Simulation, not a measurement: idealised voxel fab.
process module | voxel double patterning
cross-section cut | 260 nm wide | cells 5 nm
A cross-section is a grid of square cells, given in bands from the top down. A band is one or more rows of cells.
Each band's line starts with the height of the band's top and of its bottom, in nm. Then come its materials from left to right, each with its width in nm. One material with "throughout" fills the band from edge to edge. "air" is empty space.
Height 0 is the level under which the wafer as received is all one material. The lowest band goes on downwards, as in "0 down".
A width such as "30 to 40" changes by the same amount from each row of cells to the next, from the band's top row to its bottom row.
"no change" after a step means that no cell of the cross-section changed.
closed voids: empty space of 8 cells or more with no open way to the top, each as width x height at its distance from the left edge, in nm
after a step's settings: what the simulator itself notes on the step
overlay nm, on a step with a mask: how far to the right of its planned place the mask lay; to the left if negative
plan
1 op RECEIVE | material Si
2 op CONFORMAL_DEP | material SiO2 | thk nm 5
3 op DIRECTIONAL_DEP | material polySi | thk nm 20
4 op DIRECTIONAL_DEP | material SiN | thk nm 5
5 op PATTERN | tone open | mask id FIRST | material resist | width nm 15 | pitch nm 50 | thk nm 20 | overlay nm 0
6 op DIRECTIONAL_ETCH | etch materials SiN | depth nm 5
7 op STRIP | etch materials resist
8 op MASKED_ETCH | tone open | mask id SECOND | width nm 15 | pitch nm 50 | etch materials SiN | depth nm 5 | overlay nm 0
9 op DIRECTIONAL_ETCH | etch materials polySi | depth nm 20
10 op STRIP | etch materials SiN
as received, after step 1
  0 down: Si throughout
  closed voids: none
a wafer at the end: this start, this plan, one mistake
  45 to 25: polySi 70 | air 15 | polySi 10 | air 15 | polySi 10 | air 15 | polySi 10 | air 15 | polySi 10 | air 15 | polySi 75
  25 to 5: polySi throughout
  5 to 0: SiO2 throughout
  0 down: Si throughout
  closed voids: none
what went wrong: step 3 was run twice
